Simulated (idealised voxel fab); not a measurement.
process module | voxel fin reveal
Shown is cross-section cut, with a width of 250 nm and square cells of size 5 nm.
The cross-sections in this document take the form of a grid made of square cells. They are written out as bands, in order from top to bottom. Each band consists of one or more rows of cells.
Band: top height; bottom height; in nm. Then, left to right: material with width in nm, for each material. "everywhere": a single material spanning edge to edge. "blank": empty space.
All heights in this document are referenced to 0, defined as the level beneath which the wafer, as received, consists entirely of one material. The lowest band is not bounded below; it extends indefinitely downward and is written in the form "0 nm and below".
When a width is written as two numbers, as in "30->40", the first number is the width in the top row of cells of the band and the second is the width in its bottom row, and the width changes by the same amount from each row to the next.
Where a step carries "nothing different", the cross-section came out of it unchanged, cell for cell.
"Completely enclosed voids" contains a list of empty spaces, each no smaller than 8 cells and without an open way to the top, written in the form width x height at distance with the distance from the left edge and all three in nm.
Whatever follows a step's settings on its line is a remark the simulator itself makes about that step.
overlay nm: where the mask lay relative to plan, measured to the right, on steps with a mask; negatives go left.
Note on reading: below, each pair holds a cross-section from before one process step and one from after it; the one from after shows only down to the lowest band that changed. Beneath the pair, the step in between is stated along with its settings. The pairs can stem from different runs of this module on the same starting wafer. Where a pair's entry headed "Before step" says so, and only there, that pair continues from the pair above it.

BEFORE STEP
  0 nm to -20 nm  blank 75 nm  Si 15 nm  blank 20 nm  Si 15 nm  blank 20 nm  Si 15 nm  blank 20 nm  Si 15 nm  blank 55 nm
  -20 nm to -30 nm  SiO2 75 nm  Si 15 nm  SiO2 20 nm  Si 15 nm  SiO2 20 nm  Si 15 nm  SiO2 20 nm  Si 15 nm  SiO2 55 nm
  -30 nm and below  Si everywhere
  Completely enclosed voids: none

SECTION AFTER PROCESSING
  5 nm to 0 nm  blank 70 nm  HfO2 25 nm  blank 10 nm  HfO2 25 nm  blank 10 nm  HfO2 25 nm  blank 10 nm  HfO2 25 nm  blank 50 nm
  0 nm to -15 nm  blank 70 nm  HfO2 5 nm  Si 15 nm  HfO2 5 nm  blank 10 nm  HfO2 5 nm  Si 15 nm  HfO2 5 nm  blank 10 nm  HfO2 5 nm  Si 15 nm  HfO2 5 nm  blank 10 nm  HfO2 5 nm  Si 15 nm  HfO2 5 nm  blank 50 nm
  -15 nm to -20 nm  HfO2 75 nm  Si 15 nm  HfO2 20 nm  Si 15 nm  HfO2 20 nm  Si 15 nm  HfO2 20 nm  Si 15 nm  HfO2 55 nm
  Anything lower than -20 is untouched.
  Completely enclosed voids: none
Step between the cross-sections above: CONFORMAL_DEP with material HfO2, thk nm 5

BEFORE STEP
  0 nm to -20 nm  blank 65 nm  Si 15 nm  blank 20 nm  Si 15 nm  blank 20 nm  Si 15 nm  blank 20 nm  Si 15 nm  blank 65 nm
  -20 nm to -30 nm  SiO2 65 nm  Si 15 nm  SiO2 20 nm  Si 15 nm  SiO2 20 nm  Si 15 nm  SiO2 20 nm  Si 15 nm  SiO2 65 nm
  -30 nm and below  Si everywhere
  Completely enclosed voids: none

SECTION AFTER PROCESSING
  5 nm to 0 nm  blank 60 nm  SiO2 25 nm  blank 10 nm  SiO2 25 nm  blank 10 nm  SiO2 25 nm  blank 10 nm  SiO2 25 nm  blank 60 nm
  0 nm to -15 nm  blank 60 nm  SiO2 5 nm  Si 15 nm  SiO2 5 nm  blank 10 nm  SiO2 5 nm  Si 15 nm  SiO2 5 nm  blank 10 nm  SiO2 5 nm  Si 15 nm  SiO2 5 nm  blank 10 nm  SiO2 5 nm  Si 15 nm  SiO2 5 nm  blank 60 nm
  -15 nm to -30 nm  SiO2 65 nm  Si 15 nm  SiO2 20 nm  Si 15 nm  SiO2 20 nm  Si 15 nm  SiO2 20 nm  Si 15 nm  SiO2 65 nm
  Anything lower than -30 is untouched.
  Completely enclosed voids: none
Step between the cross-sections above: CONFORMAL_DEP with material SiO2, thk nm 5

BEFORE STEP
  20 nm to 5 nm  aC everywhere
  5 nm to 0 nm  SiN everywhere
  0 nm and below  Si everywhere
  Completely enclosed voids: none

SECTION AFTER PROCESSING
  55 nm to 20 nm  resist 65 nm  blank 15 nm  resist 20 nm  blank 15 nm  resist 20 nm  blank 15 nm  resist 20 nm  blank 15 nm  resist 65 nm
  Anything lower than 20 is untouched.
  Completely enclosed voids: none
Step between the cross-sections above: PATTERN with tone open, mask id FINS, material resist, width nm 15, pitch nm 35, thk nm 35, overlay nm 0

Before step: cross-section not repeated; it is the one shown after the step in the pair just above.

SECTION AFTER PROCESSING
  40 nm to 20 nm  resist 65 nm  blank 15 nm  resist 20 nm  blank 15 nm  resist 20 nm  blank 15 nm  resist 20 nm  blank 15 nm  resist 65 nm
  20 nm to 5 nm  aC 65 nm  blank 15 nm  aC 20 nm  blank 15 nm  aC 20 nm  blank 15 nm  aC 20 nm  blank 15 nm  aC 65 nm
  Anything lower than 5 is untouched.
  Completely enclosed voids: none
Step between the cross-sections above: DIRECTIONAL_ETCH with etch materials aC, depth nm 15

Before step: cross-section not repeated; it is the one shown after the step in the pair just above.

SECTION AFTER PROCESSING
  20 nm to 5 nm  aC 65 nm  blank 15 nm  aC 20 nm  blank 15 nm  aC 20 nm  blank 15 nm  aC 20 nm  blank 15 nm  aC 65 nm
  Anything lower than 5 is untouched.
  Completely enclosed voids: none
Step between the cross-sections above: STRIP with etch materials resist

Before step: cross-section not repeated; it is the one shown after the step in the pair just above.

SECTION AFTER PROCESSING
  20 nm to 5 nm  aC 65 nm  blank 15 nm  aC 20 nm  blank 15 nm  aC 20 nm  blank 15 nm  aC 20 nm  blank 15 nm  aC 65 nm
  5 nm to 0 nm  SiN 65 nm  blank 15 nm  SiN 20 nm  blank 15 nm  SiN 20 nm  blank 15 nm  SiN 20 nm  blank 15 nm  SiN 65 nm
  Anything lower than 0 is untouched.
  Completely enclosed voids: none
Step between the cross-sections above: DIRECTIONAL_ETCH with etch materials SiN, depth nm 5

Before step: cross-section not repeated; it is the one shown after the step in the pair just above.

SECTION AFTER PROCESSING
  20 nm to 5 nm  aC 65 nm  blank 15 nm  aC 20 nm  blank 15 nm  aC 20 nm  blank 15 nm  aC 20 nm  blank 15 nm  aC 65 nm
  5 nm to 0 nm  SiN 65 nm  blank 15 nm  SiN 20 nm  blank 15 nm  SiN 20 nm  blank 15 nm  SiN 20 nm  blank 15 nm  SiN 65 nm
  0 nm to -30 nm  Si 65 nm  blank 15 nm  Si 20 nm  blank 15 nm  Si 20 nm  blank 15 nm  Si 20 nm  blank 15 nm  Si 65 nm
  Anything lower than -30 is untouched.
  Completely enclosed voids: none
Step between the cross-sections above: DIRECTIONAL_ETCH with etch materials Si, depth nm 30

Before step: cross-section not repeated; it is the one shown after the step in the pair just above.

SECTION AFTER PROCESSING
  5 nm to 0 nm  SiN 65 nm  blank 15 nm  SiN 20 nm  blank 15 nm  SiN 20 nm  blank 15 nm  SiN 20 nm  blank 15 nm  SiN 65 nm
  Anything lower than 0 is untouched.
  Completely enclosed voids: none
Step between the cross-sections above: STRIP with etch materials aC

Before step: cross-section not repeated; it is the one shown after the step in the pair just above.

SECTION AFTER PROCESSING
  10 nm to 5 nm  SiO2 everywhere
  5 nm to 0 nm  SiN 65 nm  SiO2 15 nm  SiN 20 nm  SiO2 15 nm  SiN 20 nm  SiO2 15 nm  SiN 20 nm  SiO2 15 nm  SiN 65 nm
  0 nm to -30 nm  Si 65 nm  SiO2 15 nm  Si 20 nm  SiO2 15 nm  Si 20 nm  SiO2 15 nm  Si 20 nm  SiO2 15 nm  Si 65 nm
  Anything lower than -30 is untouched.
  Completely enclosed voids: none
Step between the cross-sections above: FILL_DEP with material SiO2, thk nm 5

Before step: cross-section not repeated; it is the one shown after the step in the pair just above.

SECTION AFTER PROCESSING
  5 nm to 0 nm  SiN 65 nm  SiO2 15 nm  SiN 20 nm  SiO2 15 nm  SiN 20 nm  SiO2 15 nm  SiN 20 nm  SiO2 15 nm  SiN 65 nm
  Anything lower than 0 is untouched.
  Completely enclosed voids: none
Step between the cross-sections above: CMP with height nm 5

Before step: cross-section not repeated; it is the one shown after the step in the pair just above.

SECTION AFTER PROCESSING
  5 nm to 0 nm  SiN 65 nm  blank 15 nm  SiN 20 nm  blank 15 nm  SiN 20 nm  blank 15 nm  SiN 20 nm  blank 15 nm  SiN 65 nm
  0 nm to -20 nm  Si 65 nm  blank 15 nm  Si 20 nm  blank 15 nm  Si 20 nm  blank 15 nm  Si 20 nm  blank 15 nm  Si 65 nm
  Anything lower than -20 is untouched.
  Completely enclosed voids: none
Step between the cross-sections above: SELECTIVE_ETCH with etch materials SiO2, depth nm 25

Before step: cross-section not repeated; it is the one shown after the step in the pair just above.

SECTION AFTER PROCESSING
  0 nm to -20 nm  Si 65 nm  blank 15 nm  Si 20 nm  blank 15 nm  Si 20 nm  blank 15 nm  Si 20 nm  blank 15 nm  Si 65 nm
  Anything lower than -20 is untouched.
  Completely enclosed voids: none
Step between the cross-sections above: STRIP with etch materials SiN

Before step: cross-section not repeated; it is the one shown after the step in the pair just above.

SECTION AFTER PROCESSING
  5 nm to 0 nm  HfO2 70 nm  blank 5 nm  HfO2 30 nm  blank 5 nm  HfO2 30 nm  blank 5 nm  HfO2 30 nm  blank 5 nm  HfO2 70 nm
  0 nm to -15 nm  Si 65 nm  HfO2 5 nm  blank 5 nm  HfO2 5 nm  Si 20 nm  HfO2 5 nm  blank 5 nm  HfO2 5 nm  Si 20 nm  HfO2 5 nm  blank 5 nm  HfO2 5 nm  Si 20 nm  HfO2 5 nm  blank 5 nm  HfO2 5 nm  Si 65 nm
  -15 nm to -20 nm  Si 65 nm  HfO2 15 nm  Si 20 nm  HfO2 15 nm  Si 20 nm  HfO2 15 nm  Si 20 nm  HfO2 15 nm  Si 65 nm
  Anything lower than -20 is untouched.
  Completely enclosed voids: none
Step between the cross-sections above: CONFORMAL_DEP with material HfO2, thk nm 5
